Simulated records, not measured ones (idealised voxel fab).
process module | voxel gate over fins
cross-section cut | 175 nm wide | cells 5 nm
A cross-section is a grid of square cells, given in bands from the top down. A band is one or more rows of cells.
Each band's line starts with the height of the band's top and of its bottom, in nm. Then come its materials from left to right, each with its width in nm. One material with "throughout" fills the band from edge to edge. "air" is empty space.
Height 0 is the level under which the wafer as received is all one material. The lowest band goes on downwards, as in "0 down".
A width such as "30 to 40" changes by the same amount from each row of cells to the next, from the band's top row to its bottom row.
"no change" after a step means that no cell of the cross-section changed.
closed voids: empty space of 8 cells or more with no open way to the top, each as width x height at its distance from the left edge, in nm
after a step's settings: what the simulator itself notes on the step
overlay nm, on a step with a mask: how far to the right of its planned place the mask lay; to the left if negative
plan
1 op RECEIVE | material Si
2 op CONFORMAL_DEP | material SiN | thk nm 5
3 op DIRECTIONAL_DEP | material aC | thk nm 10
4 op PATTERN | tone cover | mask id FINS | material resist | width nm 15 | pitch nm 40 | thk nm 25 | overlay nm 0
5 op DIRECTIONAL_ETCH | etch materials aC | depth nm 10
6 op STRIP | etch materials resist
7 op DIRECTIONAL_ETCH | etch materials SiN | depth nm 5
8 op DIRECTIONAL_ETCH | etch materials Si | depth nm 40
9 op STRIP | etch materials aC
10 op FILL_DEP | material SiO2 | thk nm 5
11 op CMP | height nm 5
12 op SELECTIVE_ETCH | etch materials SiO2 | depth nm 20
13 op STRIP | etch materials SiN
14 op CONFORMAL_DEP | material HfO2 | thk nm 5
15 op CONFORMAL_DEP | material TiN | thk nm 5
16 op FILL_DEP | material W | thk nm 15
17 op CMP | height nm 20
18 op CONFORMAL_DEP | material SiN | thk nm 5
as received, after step 1
  0 down: Si throughout
  closed voids: none
a wafer at the end: this start, this plan, one mistake
  25 to 20: SiN throughout
  20 to 10: W throughout
  10 to 5: TiN throughout
  5 to 0: HfO2 25 | TiN 5 | HfO2 35 | TiN 5 | HfO2 35 | TiN 5 | HfO2 35 | TiN 5 | HfO2 25
  0 to -10: Si 20 | HfO2 5 | TiN 5 | HfO2 5 | Si 25 | HfO2 5 | TiN 5 | HfO2 5 | Si 25 | HfO2 5 | TiN 5 | HfO2 5 | Si 25 | HfO2 5 | TiN 5 | HfO2 5 | Si 20
  -10 to -15: Si 20 | HfO2 15 | Si 25 | HfO2 15 | Si 25 | HfO2 15 | Si 25 | HfO2 15 | Si 20
  -15 to -40: Si 20 | SiO2 15 | Si 25 | SiO2 15 | Si 25 | SiO2 15 | Si 25 | SiO2 15 | Si 20
  -40 down: Si throughout
  closed voids: none
what went wrong: step 4 ran as: op PATTERN | tone open | mask id FINS | material resist | width nm 15 | pitch nm 40 | thk nm 25 | overlay nm 0
